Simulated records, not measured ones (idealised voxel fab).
process module | voxel trench capacitor
cross-section cut | 260 nm wide | cells 5 nm
A cross-section is a grid of square cells, given in bands from the top down. A band is one or more rows of cells.
Each band's line starts with the height of the band's top and of its bottom, in nm. Then come its materials from left to right, each with its width in nm. One material with "throughout" fills the band from edge to edge. "air" is empty space.
Height 0 is the level under which the wafer as received is all one material. The lowest band goes on downwards, as in "0 down".
A width such as "30 to 40" changes by the same amount from each row of cells to the next, from the band's top row to its bottom row.
"no change" after a step means that no cell of the cross-section changed.
closed voids: empty space of 8 cells or more with no open way to the top, each as width x height at its distance from the left edge, in nm
after a step's settings: what the simulator itself notes on the step
overlay nm, on a step with a mask: how far to the right of its planned place the mask lay; to the left if negative
plan
1 op RECEIVE | material Si
2 op CONFORMAL_DEP | material SiN | thk nm 5
3 op PATTERN | tone open | mask id TRENCH | material resist | width nm 15 | pitch nm 30 | thk nm 20 | overlay nm 0
4 op DIRECTIONAL_ETCH | etch materials SiN | depth nm 5
5 op DIRECTIONAL_ETCH | etch materials Si | depth nm 35
6 op STRIP | etch materials resist
7 op CONFORMAL_DEP | material SiO2 | thk nm 5
8 op FILL_DEP | material polySi | thk nm 5
9 op CMP | height nm 5
as received, after step 1
  0 down: Si throughout
  closed voids: none
a wafer at the end: this start, this plan, one mistake
  5 to 0: SiN 90 | SiO2 5 | polySi 5 | SiO2 5 | SiN 15 | SiO2 5 | polySi 5 | SiO2 5 | SiN 15 | SiO2 5 | polySi 5 | SiO2 5 | SiN 95
  0 to -35: Si 90 | SiO2 5 | polySi 5 | SiO2 5 | Si 15 | SiO2 5 | polySi 5 | SiO2 5 | Si 15 | SiO2 5 | polySi 5 | SiO2 5 | Si 95
  -35 to -40: Si 90 | SiO2 15 | Si 15 | SiO2 15 | Si 15 | SiO2 15 | Si 95
  -40 down: Si throughout
  closed voids: none
what went wrong: step 5 ran as: op DIRECTIONAL_ETCH | etch materials Si | depth nm 40
